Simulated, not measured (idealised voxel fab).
Title: Process Module voxel wiring stack
Xsec cut, 220 nm wide, square cell size 5 nm.
Cross-section, as written here: a square-cell grid given band by band from the top down, where a band holds one or more rows of cells. The entry gives the band's vertical extent as a top height and a bottom height in nm, then its horizontal make-up as materials from left to right, each with a width in nm. "empty" stands for empty space; a single material marked "full width" fills the band edge to edge. Height datum 0, below which the as-received substrate wafer is one material. Lowest band open at the bottom, running downward: "0 and below". Width "30 to 40": first value at the band's top row of cells, second value at its bottom row, equal change from row to row. What does "remained unchanged" mean for a step? It means no cell of the cross-section changed in that step. Closed-off voids of 8+ cells (no open route to the top) go in "Closed cavities", written width x height at distance from the left edge, in nm. It should be noted that, on the line of a given step, the content following the step's settings is a remark produced by the simulator itself with respect to that step. The optional step-line setting "overlay nm" applies to steps with a mask and quantifies how far to the right of its planned location the mask lay, a negative value indicating leftward placement.
[plan]
1 RECEIVE with material Si
2 CONFORMAL_DEP with material SiO2, thk nm 10
3 DIRECTIONAL_DEP with material TiN, thk nm 5
4 DIRECTIONAL_DEP with material Ru, thk nm 20
5 DIRECTIONAL_DEP with material aC, thk nm 15
6 PATTERN with tone cover, mask id METAL_1, material resist, width nm 20, pitch nm 45, thk nm 35, overlay nm 0
7 DIRECTIONAL_ETCH with etch materials aC, depth nm 15
8 STRIP with etch materials resist
9 DIRECTIONAL_ETCH with etch materials Ru, depth nm 20
10 DIRECTIONAL_ETCH with etch materials TiN, depth nm 5
11 STRIP with etch materials aC
12 CONFORMAL_DEP with material SiCN, thk nm 5
13 FILL_DEP with material lowk, thk nm 5
14 CMP with height nm 35
15 CONFORMAL_DEP with material SiCN, thk nm 5
16 DIRECTIONAL_DEP with material lowk, thk nm 15
17 DIRECTIONAL_DEP with material aC, thk nm 10
18 PATTERN with tone open, mask id PLUG_1, material resist, width nm 15, pitch nm 45, thk nm 25, overlay nm 0
19 DIRECTIONAL_ETCH with etch materials aC, depth nm 10
20 STRIP with etch materials resist
21 DIRECTIONAL_ETCH with etch materials lowk, depth nm 15
22 DIRECTIONAL_ETCH with etch materials SiCN, depth nm 5
23 STRIP with etch materials aC
24 EPI with material Ru, thk nm 10
25 EPI with material Ru, thk nm 10
26 DIRECTIONAL_DEP with material TiN, thk nm 5
27 DIRECTIONAL_DEP with material W, thk nm 25
28 DIRECTIONAL_DEP with material aC, thk nm 15
29 PATTERN with tone cover, mask id METAL_2, material resist, width nm 20, pitch nm 45, thk nm 30, overlay nm 0
30 DIRECTIONAL_ETCH with etch materials aC, depth nm 15
31 STRIP with etch materials resist
32 DIRECTIONAL_ETCH with etch materials W, depth nm 25
33 DIRECTIONAL_ETCH with etch materials TiN, depth nm 5
34 STRIP with etch materials aC
35 FILL_DEP with material lowk, thk nm 10
36 CMP with height nm 85
37 CONFORMAL_DEP with material SiCN, thk nm 5
38 DIRECTIONAL_DEP with material lowk, thk nm 30
39 PATTERN with tone open, mask id METAL_3, material resist, width nm 20, pitch nm 45, thk nm 20, overlay nm 0
40 DIRECTIONAL_ETCH with etch materials lowk, depth nm 15
41 STRIP with etch materials resist
42 MASKED_ETCH with tone open, mask id METAL_3_HOLES, width nm 15, pitch nm 45, etch materials lowk, depth nm 15, overlay nm 0
43 MASKED_ETCH with tone open, mask id METAL_3_HOLES, width nm 15, pitch nm 45, etch materials SiCN, depth nm 5, overlay nm 0
44 CONFORMAL_DEP with material TiN, thk nm 5
45 FILL_DEP with material Cu, thk nm 5
46 CMP with height nm 120
47 CONFORMAL_DEP with material SiN, thk nm 5
[Account of the first of two wafers, which was processed as intended]
[Cross-section, incoming material, after step 1]
* 0 and below = Si full width
* Closed cavities: none
[Cross-section of the wafer subsequent to step 2]
* 10 down to 0 = SiO2 full width
* Unchanged below 0.
[Cross-section of the wafer subsequent to step 3]
* 15 down to 10 = TiN full width
* Unchanged below 10.
[Cross-section of the wafer subsequent to step 4]
* 35 down to 15 = Ru full width
* Unchanged below 15.
[Cross-section of the wafer subsequent to step 5]
* 50 down to 35 = aC full width
* Unchanged below 35.
[Cross-section of the wafer subsequent to step 6]
* 85 down to 50 = empty: 75 / resist: 20 / empty: 25 / resist: 20 / empty: 80
* Unchanged below 50.
[Cross-section of the wafer subsequent to step 7]
* 70 down to 50 = empty: 75 / resist: 20 / empty: 25 / resist: 20 / empty: 80
* 50 down to 35 = empty: 75 / aC: 20 / empty: 25 / aC: 20 / empty: 80
* Unchanged below 35.
[Cross-section of the wafer subsequent to step 8]
* 50 down to 35 = empty: 75 / aC: 20 / empty: 25 / aC: 20 / empty: 80
* Unchanged below 35.
[Cross-section of the wafer subsequent to step 9]
* 50 down to 35 = empty: 75 / aC: 20 / empty: 25 / aC: 20 / empty: 80
* 35 down to 15 = empty: 75 / Ru: 20 / empty: 25 / Ru: 20 / empty: 80
* Unchanged below 15.
[Cross-section of the wafer subsequent to step 10]
* 50 down to 35 = empty: 75 / aC: 20 / empty: 25 / aC: 20 / empty: 80
* 35 down to 15 = empty: 75 / Ru: 20 / empty: 25 / Ru: 20 / empty: 80
* 15 down to 10 = empty: 75 / TiN: 20 / empty: 25 / TiN: 20 / empty: 80
* Unchanged below 10.
[Cross-section of the wafer subsequent to step 11]
* 35 down to 15 = empty: 75 / Ru: 20 / empty: 25 / Ru: 20 / empty: 80
* Unchanged below 15.
[Cross-section of the wafer subsequent to step 12]
* 40 down to 35 = empty: 70 / SiCN: 30 / empty: 15 / SiCN: 30 / empty: 75
* 35 down to 15 = empty: 70 / SiCN: 5 / Ru: 20 / SiCN: 5 / empty: 15 / SiCN: 5 / Ru: 20 / SiCN: 5 / empty: 75
* 15 down to 10 = SiCN: 75 / TiN: 20 / SiCN: 25 / TiN: 20 / SiCN: 80
* Unchanged below 10.
[Cross-section of the wafer subsequent to step 13]
* 45 down to 40 = lowk full width
* 40 down to 35 = lowk: 70 / SiCN: 30 / lowk: 15 / SiCN: 30 / lowk: 75
* 35 down to 15 = lowk: 70 / SiCN: 5 / Ru: 20 / SiCN: 5 / lowk: 15 / SiCN: 5 / Ru: 20 / SiCN: 5 / lowk: 75
* Unchanged below 15.
[Cross-section of the wafer subsequent to step 14]
* 35 down to 15 = lowk: 70 / SiCN: 5 / Ru: 20 / SiCN: 5 / lowk: 15 / SiCN: 5 / Ru: 20 / SiCN: 5 / lowk: 75
* Unchanged below 15.
[Cross-section of the wafer subsequent to step 15]
* 40 down to 35 = SiCN full width
* Unchanged below 35.
[Cross-section of the wafer subsequent to step 16]
* 55 down to 40 = lowk full width
* Unchanged below 40.
[Cross-section of the wafer subsequent to step 17]
* 65 down to 55 = aC full width
* Unchanged below 55.
[Cross-section of the wafer subsequent to step 18]
* 90 down to 65 = resist: 75 / empty: 15 / resist: 30 / empty: 15 / resist: 85
* Unchanged below 65.
[Cross-section of the wafer subsequent to step 19]
* 80 down to 65 = resist: 75 / empty: 15 / resist: 30 / empty: 15 / resist: 85
* 65 down to 55 = aC: 75 / empty: 15 / aC: 30 / empty: 15 / aC: 85
* Unchanged below 55.
[Cross-section of the wafer subsequent to step 20]
* 65 down to 55 = aC: 75 / empty: 15 / aC: 30 / empty: 15 / aC: 85
* Unchanged below 55.
[Cross-section of the wafer subsequent to step 21]
* 65 down to 55 = aC: 75 / empty: 15 / aC: 30 / empty: 15 / aC: 85
* 55 down to 40 = lowk: 75 / empty: 15 / lowk: 30 / empty: 15 / lowk: 85
* Unchanged below 40.
[Cross-section of the wafer subsequent to step 22]
* 65 down to 55 = aC: 75 / empty: 15 / aC: 30 / empty: 15 / aC: 85
* 55 down to 40 = lowk: 75 / empty: 15 / lowk: 30 / empty: 15 / lowk: 85
* 40 down to 35 = SiCN: 75 / empty: 15 / SiCN: 30 / empty: 15 / SiCN: 85
* Unchanged below 35.
[Cross-section of the wafer subsequent to step 23]
* 55 down to 40 = lowk: 75 / empty: 15 / lowk: 30 / empty: 15 / lowk: 85
* Unchanged below 40.
[Cross-section of the wafer subsequent to step 24]
* 55 down to 45 = lowk: 75 / empty: 15 / lowk: 30 / empty: 15 / lowk: 85
* 45 down to 40 = lowk: 75 / Ru: 15 / lowk: 30 / Ru: 15 / lowk: 85
* 40 down to 35 = SiCN: 75 / Ru: 15 / SiCN: 30 / Ru: 15 / SiCN: 85
* Unchanged below 35.
[Cross-section of the wafer subsequent to step 25]
* 55 down to 40 = lowk: 75 / Ru: 15 / lowk: 30 / Ru: 15 / lowk: 85
* Unchanged below 40.
[Cross-section of the wafer subsequent to step 26]
* 60 down to 55 = TiN full width
* Unchanged below 55.
[Cross-section of the wafer subsequent to step 27]
* 85 down to 60 = W full width
* Unchanged below 60.
[Cross-section of the wafer subsequent to step 28]
* 100 down to 85 = aC full width
* Unchanged below 85.
[Cross-section of the wafer subsequent to step 29]
* 130 down to 100 = empty: 75 / resist: 20 / empty: 25 / resist: 20 / empty: 80
* Unchanged below 100.
[Cross-section of the wafer subsequent to step 30]
* 115 down to 100 = empty: 75 / resist: 20 / empty: 25 / resist: 20 / empty: 80
* 100 down to 85 = empty: 75 / aC: 20 / empty: 25 / aC: 20 / empty: 80
* Unchanged below 85.
[Cross-section of the wafer subsequent to step 31]
* 100 down to 85 = empty: 75 / aC: 20 / empty: 25 / aC: 20 / empty: 80
* Unchanged below 85.
[Cross-section of the wafer subsequent to step 32]
* 100 down to 85 = empty: 75 / aC: 20 / empty: 25 / aC: 20 / empty: 80
* 85 down to 60 = empty: 75 / W: 20 / empty: 25 / W: 20 / empty: 80
* Unchanged below 60.
[Cross-section of the wafer subsequent to step 33]
* 100 down to 85 = empty: 75 / aC: 20 / empty: 25 / aC: 20 / empty: 80
* 85 down to 60 = empty: 75 / W: 20 / empty: 25 / W: 20 / empty: 80
* 60 down to 55 = empty: 75 / TiN: 20 / empty: 25 / TiN: 20 / empty: 80
* Unchanged below 55.
[Cross-section of the wafer subsequent to step 34]
* 85 down to 60 = empty: 75 / W: 20 / empty: 25 / W: 20 / empty: 80
* Unchanged below 60.
[Cross-section of the wafer subsequent to step 35]
* 95 down to 85 = lowk full width
* 85 down to 60 = lowk: 75 / W: 20 / lowk: 25 / W: 20 / lowk: 80
* 60 down to 55 = lowk: 75 / TiN: 20 / lowk: 25 / TiN: 20 / lowk: 80
* Unchanged below 55.
[Cross-section of the wafer subsequent to step 36]
* 85 down to 60 = lowk: 75 / W: 20 / lowk: 25 / W: 20 / lowk: 80
* Unchanged below 60.
[Cross-section of the wafer subsequent to step 37]
* 90 down to 85 = SiCN full width
* Unchanged below 85.
[Cross-section of the wafer subsequent to step 38]
* 120 down to 90 = lowk full width
* Unchanged below 90.
[Cross-section of the wafer subsequent to step 39]
* 140 down to 120 = resist: 75 / empty: 20 / resist: 25 / empty: 20 / resist: 80
* Unchanged below 120.
[Cross-section of the wafer subsequent to step 40]
* 140 down to 120 = resist: 75 / empty: 20 / resist: 25 / empty: 20 / resist: 80
* 120 down to 105 = lowk: 75 / empty: 20 / lowk: 25 / empty: 20 / lowk: 80
* Unchanged below 105.
[Cross-section of the wafer subsequent to step 41]
* 120 down to 105 = lowk: 75 / empty: 20 / lowk: 25 / empty: 20 / lowk: 80
* Unchanged below 105.
[Cross-section of the wafer subsequent to step 42]
* 120 down to 105 = lowk: 75 / empty: 20 / lowk: 25 / empty: 20 / lowk: 80
* 105 down to 90 = lowk: 75 / empty: 15 / lowk: 30 / empty: 15 / lowk: 85
* Unchanged below 90.
[Cross-section of the wafer subsequent to step 43]
* 120 down to 105 = lowk: 75 / empty: 20 / lowk: 25 / empty: 20 / lowk: 80
* 105 down to 90 = lowk: 75 / empty: 15 / lowk: 30 / empty: 15 / lowk: 85
* 90 down to 85 = SiCN: 75 / empty: 15 / SiCN: 30 / empty: 15 / SiCN: 85
* Unchanged below 85.
[Cross-section of the wafer subsequent to step 44]
* 125 down to 120 = TiN: 80 / empty: 10 / TiN: 35 / empty: 10 / TiN: 85
* 120 down to 110 = lowk: 75 / TiN: 5 / empty: 10 / TiN: 5 / lowk: 25 / TiN: 5 / empty: 10 / TiN: 5 / lowk: 80
* 110 down to 105 = lowk: 75 / TiN: 5 / empty: 5 / TiN: 10 / lowk: 25 / TiN: 5 / empty: 5 / TiN: 10 / lowk: 80
* 105 down to 90 = lowk: 75 / TiN: 5 / empty: 5 / TiN: 5 / lowk: 30 / TiN: 5 / empty: 5 / TiN: 5 / lowk: 85
* 90 down to 85 = SiCN: 75 / TiN: 15 / SiCN: 30 / TiN: 15 / SiCN: 85
* Unchanged below 85.
[Cross-section of the wafer subsequent to step 45]
* 130 down to 125 = Cu full width
* 125 down to 120 = TiN: 80 / Cu: 10 / TiN: 35 / Cu: 10 / TiN: 85
* 120 down to 110 = lowk: 75 / TiN: 5 / Cu: 10 / TiN: 5 / lowk: 25 / TiN: 5 / Cu: 10 / TiN: 5 / lowk: 80
* 110 down to 105 = lowk: 75 / TiN: 5 / Cu: 5 / TiN: 10 / lowk: 25 / TiN: 5 / Cu: 5 / TiN: 10 / lowk: 80
* 105 down to 90 = lowk: 75 / TiN: 5 / Cu: 5 / TiN: 5 / lowk: 30 / TiN: 5 / Cu: 5 / TiN: 5 / lowk: 85
* Unchanged below 90.
[Cross-section of the wafer subsequent to step 46]
* 120 down to 110 = lowk: 75 / TiN: 5 / Cu: 10 / TiN: 5 / lowk: 25 / TiN: 5 / Cu: 10 / TiN: 5 / lowk: 80
* Unchanged below 110.
[Cross-section of the wafer subsequent to step 47]
* 125 down to 120 = SiN full width
* Unchanged below 120.
[Wafer two of the pair: same origin, same plan, one error during the run; identical to wafer one up to and including step 28]
[At the planned end of step 29, the second wafer in cross-section]
* 130 down to 100 = resist: 75 / empty: 20 / resist: 25 / empty: 20 / resist: 80
* Unchanged below 100.
[At the planned end of step 30, the second wafer in cross-section]
* 115 down to 100 = resist: 75 / empty: 20 / resist: 25 / empty: 20 / resist: 80
* 100 down to 85 = aC: 75 / empty: 20 / aC: 25 / empty: 20 / aC: 80
* Unchanged below 85.
[At the planned end of step 31, the second wafer in cross-section]
* 100 down to 85 = aC: 75 / empty: 20 / aC: 25 / empty: 20 / aC: 80
* Unchanged below 85.
[At the planned end of step 32, the second wafer in cross-section]
* 100 down to 85 = aC: 75 / empty: 20 / aC: 25 / empty: 20 / aC: 80
* 85 down to 60 = W: 75 / empty: 20 / W: 25 / empty: 20 / W: 80
* Unchanged below 60.
[At the planned end of step 33, the second wafer in cross-section]
* 100 down to 85 = aC: 75 / empty: 20 / aC: 25 / empty: 20 / aC: 80
* 85 down to 60 = W: 75 / empty: 20 / W: 25 / empty: 20 / W: 80
* 60 down to 55 = TiN: 75 / empty: 20 / TiN: 25 / empty: 20 / TiN: 80
* Unchanged below 55.
[At the planned end of step 34, the second wafer in cross-section]
* 85 down to 60 = W: 75 / empty: 20 / W: 25 / empty: 20 / W: 80
* Unchanged below 60.
[At the planned end of step 35, the second wafer in cross-section]
* 95 down to 85 = lowk full width
* 85 down to 60 = W: 75 / lowk: 20 / W: 25 / lowk: 20 / W: 80
* 60 down to 55 = TiN: 75 / lowk: 20 / TiN: 25 / lowk: 20 / TiN: 80
* Unchanged below 55.
[At the planned end of step 36, the second wafer in cross-section]
* 85 down to 60 = W: 75 / lowk: 20 / W: 25 / lowk: 20 / W: 80
* Unchanged below 60.
[At the planned end of step 37, the second wafer in cross-section]
* 90 down to 85 = SiCN full width
* Unchanged below 85.
[At the planned end of step 38, the second wafer in cross-section]
* 120 down to 90 = lowk full width
* Unchanged below 90.
[At the planned end of step 39, the second wafer in cross-section]
* 140 down to 120 = resist: 75 / empty: 20 / resist: 25 / empty: 20 / resist: 80
* Unchanged below 120.
[At the planned end of step 40, the second wafer in cross-section]
* 140 down to 120 = resist: 75 / empty: 20 / resist: 25 / empty: 20 / resist: 80
* 120 down to 105 = lowk: 75 / empty: 20 / lowk: 25 / empty: 20 / lowk: 80
* Unchanged below 105.
[At the planned end of step 41, the second wafer in cross-section]
* 120 down to 105 = lowk: 75 / empty: 20 / lowk: 25 / empty: 20 / lowk: 80
* Unchanged below 105.
[At the planned end of step 42, the second wafer in cross-section]
* 120 down to 105 = lowk: 75 / empty: 20 / lowk: 25 / empty: 20 / lowk: 80
* 105 down to 90 = lowk: 75 / empty: 15 / lowk: 30 / empty: 15 / lowk: 85
* Unchanged below 90.
[At the planned end of step 43, the second wafer in cross-section]
* 120 down to 105 = lowk: 75 / empty: 20 / lowk: 25 / empty: 20 / lowk: 80
* 105 down to 90 = lowk: 75 / empty: 15 / lowk: 30 / empty: 15 / lowk: 85
* 90 down to 85 = SiCN: 75 / empty: 15 / SiCN: 30 / empty: 15 / SiCN: 85
* Unchanged below 85.
[At the planned end of step 44, the second wafer in cross-section]
* 125 down to 120 = TiN: 80 / empty: 10 / TiN: 35 / empty: 10 / TiN: 85
* 120 down to 110 = lowk: 75 / TiN: 5 / empty: 10 / TiN: 5 / lowk: 25 / TiN: 5 / empty: 10 / TiN: 5 / lowk: 80
* 110 down to 105 = lowk: 75 / TiN: 5 / empty: 5 / TiN: 10 / lowk: 25 / TiN: 5 / empty: 5 / TiN: 10 / lowk: 80
* 105 down to 90 = lowk: 75 / TiN: 5 / empty: 5 / TiN: 5 / lowk: 30 / TiN: 5 / empty: 5 / TiN: 5 / lowk: 85
* 90 down to 85 = SiCN: 75 / TiN: 15 / SiCN: 30 / TiN: 15 / SiCN: 85
* Unchanged below 85.
[At the planned end of step 45, the second wafer in cross-section]
* 130 down to 125 = Cu full width
* 125 down to 120 = TiN: 80 / Cu: 10 / TiN: 35 / Cu: 10 / TiN: 85
* 120 down to 110 = lowk: 75 / TiN: 5 / Cu: 10 / TiN: 5 / lowk: 25 / TiN: 5 / Cu: 10 / TiN: 5 / lowk: 80
* 110 down to 105 = lowk: 75 / TiN: 5 / Cu: 5 / TiN: 10 / lowk: 25 / TiN: 5 / Cu: 5 / TiN: 10 / lowk: 80
* 105 down to 90 = lowk: 75 / TiN: 5 / Cu: 5 / TiN: 5 / lowk: 30 / TiN: 5 / Cu: 5 / TiN: 5 / lowk: 85
* Unchanged below 90.
[At the planned end of step 46, the second wafer in cross-section]
* 120 down to 110 = lowk: 75 / TiN: 5 / Cu: 10 / TiN: 5 / lowk: 25 / TiN: 5 / Cu: 10 / TiN: 5 / lowk: 80
* Unchanged below 110.
[At the planned end of step 47, the second wafer in cross-section]
* 125 down to 120 = SiN full width
* Unchanged below 120.
It is concluded that the wafer was processed incorrectly with respect to the plan, in that step 29 ran with different settings than intended, the actual operation and settings being PATTERN with tone open, mask id METAL_2, material resist, width nm 20, pitch nm 45, thk nm 30, overlay nm 0
Final difference in cells, second wafer against first, listed per material as more or fewer: 28 more of TiN, 140 more of W, 168 fewer of lowk
